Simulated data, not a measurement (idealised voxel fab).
process module | voxel ribs on slabs
cross-section cut | 175 nm wide | cells 5 nm
A cross-section is a grid of square cells, given in bands from the top down. A band is one or more rows of cells.
Each band's line starts with the height of the band's top and of its bottom, in nm. Then come its materials from left to right, each with its width in nm. One material with "throughout" fills the band from edge to edge. "air" is empty space.
Height 0 is the level under which the wafer as received is all one material. The lowest band goes on downwards, as in "0 down".
A width such as "30 to 40" changes by the same amount from each row of cells to the next, from the band's top row to its bottom row.
"no change" after a step means that no cell of the cross-section changed.
closed voids: empty space of 8 cells or more with no open way to the top, each as width x height at its distance from the left edge, in nm
after a step's settings: what the simulator itself notes on the step
overlay nm, on a step with a mask: how far to the right of its planned place the mask lay; to the left if negative
plan
1 op RECEIVE | material Si
2 op DIRECTIONAL_DEP | material SiO2 | thk nm 20
3 op DIRECTIONAL_DEP | material polySi | thk nm 15
4 op DIRECTIONAL_DEP | material aC | thk nm 15
5 op PATTERN | tone cover | mask id RIB | material resist | width nm 30 | thk nm 35 | overlay nm 0
6 op DIRECTIONAL_ETCH | etch materials aC | depth nm 15
7 op STRIP | etch materials resist
8 op DIRECTIONAL_ETCH | etch materials polySi | depth nm 10
9 op STRIP | etch materials aC
10 op MASKED_ETCH | tone cover | mask id SLAB | width nm 70 | etch materials polySi | depth nm 5 | overlay nm 0
11 op FILL_DEP | material SiO2 | thk nm 20
12 op CMP | height nm 45
13 op DIRECTIONAL_DEP | material W | thk nm 10
14 op DIRECTIONAL_DEP | material aC | thk nm 15
15 op PATTERN | tone cover | mask id HEATER | material resist | width nm 40 | thk nm 35 | overlay nm 0
16 op DIRECTIONAL_ETCH | etch materials aC | depth nm 15
17 op STRIP | etch materials resist
18 op DIRECTIONAL_ETCH | etch materials W | depth nm 10
19 op STRIP | etch materials aC
20 op CONFORMAL_DEP | material SiO2 | thk nm 10
as received, after step 1
  0 down: Si throughout
  closed voids: none
a wafer at the end: this start, this plan, one mistake
  65 to 55: air 55 | SiO2 60 | air 60
  55 to 45: SiO2 65 | W 40 | SiO2 70
  45 to 35: SiO2 throughout
  35 to 30: SiO2 50 | polySi 20 | SiO2 30 | polySi 20 | SiO2 55
  30 to 25: polySi 70 | SiO2 30 | polySi 75
  25 to 20: polySi throughout
  20 to 0: SiO2 throughout
  0 down: Si throughout
  closed voids: none
what went wrong: step 5 ran as: op PATTERN | tone open | mask id RIB | material resist | width nm 30 | thk nm 35 | overlay nm 0
